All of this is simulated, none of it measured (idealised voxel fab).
A process module follows: voxel gate over fins.
Xsec cut, 275 nm wide, square cell size 5 nm.
If you're reading a cross-section in this doc, picture square cells in a grid; it comes to you as bands, top ones listed first down to the bottom, and a band can be one or more rows of cells. Heads up on the band format: heights come first, top then bottom, in nm. After that it's the materials left to right, each with its width in nm. A single material flagged "everywhere" fills the whole band edge to edge, and "empty" means there's empty space there. Height 0 is the level under which the wafer as received is all one material. The lowest band goes on downwards, as in "0 down". When a width is written as two numbers, as in "30 to 40", the first number is the width in the top row of cells of the band and the second is the width in its bottom row, and the width changes by the same amount from each row to the next. No cell of the cross-section changed in a step that is given as "remains unaltered". Look at "Unvented internal voids" for the closed voids: empty spaces with no open path to the top, sized 8 cells or up. Each is width x height at distance, distance from the left edge, all nm. What comes after the settings on a step's line is commentary from the simulator itself on that step. overlay nm: how far to the right of its planned place the mask lay on this masked step (negative: to the left).
# Planned step list for the process
step 1: op RECEIVE | material Si
step 2: op CONFORMAL_DEP | material SiN | thk nm 5
step 3: op PATTERN | tone cover | mask id FINS | material resist | width nm 15 | pitch nm 55 | thk nm 15 | overlay nm -15
step 4: op DIRECTIONAL_ETCH | etch materials SiN | depth nm 5
step 5: op DIRECTIONAL_ETCH | etch materials Si | depth nm 30
step 6: op STRIP | etch materials resist
step 7: op FILL_DEP | material SiO2 | thk nm 10
step 8: op CMP | height nm 5
step 9: op MASKED_ETCH | tone open | mask id RAIL | width nm 15 | etch materials SiO2 | depth nm 30 | overlay nm 0
step 10: op CONFORMAL_DEP | material TiN | thk nm 5
step 11: op FILL_DEP | material W | thk nm 5
step 12: op CMP | height nm 5
step 13: op SELECTIVE_ETCH | etch materials W Ru TiN | depth nm 20
step 14: op FILL_DEP | material SiO2 | thk nm 5
step 15: op CMP | height nm 5
step 16: op SELECTIVE_ETCH | etch materials SiO2 | depth nm 15
step 17: op STRIP | etch materials SiN
step 18: op CONFORMAL_DEP | material HfO2 | thk nm 5
step 19: op CONFORMAL_DEP | material TiN | thk nm 5
step 20: op CONFORMAL_DEP | material TiAl | thk nm 5
step 21: op CONFORMAL_DEP | material TiN | thk nm 5
step 22: op FILL_DEP | material W | thk nm 15
step 23: op CMP | height nm 30
step 24: op CONFORMAL_DEP | material SiN | thk nm 10
Quick note for whoever runs this: the wafers start identical, but the overlay nm at step 3 isn't the same across them. The plan just shows what the first wafer had.
# So this is the first of several wafers, cross-sectioned as it came to us, meaning it's at the end of step 1
- 0 down = Si everywhere
- Unvented internal voids: none
# Per-wafer rows below. For each material: cells gained (+) or lost (-) since the wafer was received, as of end of module. Then: closed voids
overlay nm -15 | +63 HfO2 | -294 Si | +110 SiN | +190 SiO2 | +63 TiAl | +131 TiN | +177 W | Unvented internal voids: none
overlay nm -10 | +63 HfO2 | -294 Si | +110 SiN | +190 SiO2 | +63 TiAl | +131 TiN | +177 W | Unvented internal voids: none
overlay nm -5 | +63 HfO2 | -294 Si | +110 SiN | +190 SiO2 | +63 TiAl | +131 TiN | +177 W | Unvented internal voids: none
overlay nm 0 | +63 HfO2 | -294 Si | +110 SiN | +190 SiO2 | +63 TiAl | +131 TiN | +177 W | Unvented internal voids: none
overlay nm 5 | +63 HfO2 | -294 Si | +110 SiN | +190 SiO2 | +63 TiAl | +131 TiN | +177 W | Unvented internal voids: none
overlay nm 10 | +63 HfO2 | -294 Si | +110 SiN | +190 SiO2 | +63 TiAl | +131 TiN | +177 W | Unvented internal voids: none
overlay nm 15 | +63 HfO2 | -294 Si | +110 SiN | +192 SiO2 | +63 TiAl | +130 TiN | +176 W | Unvented internal voids: none
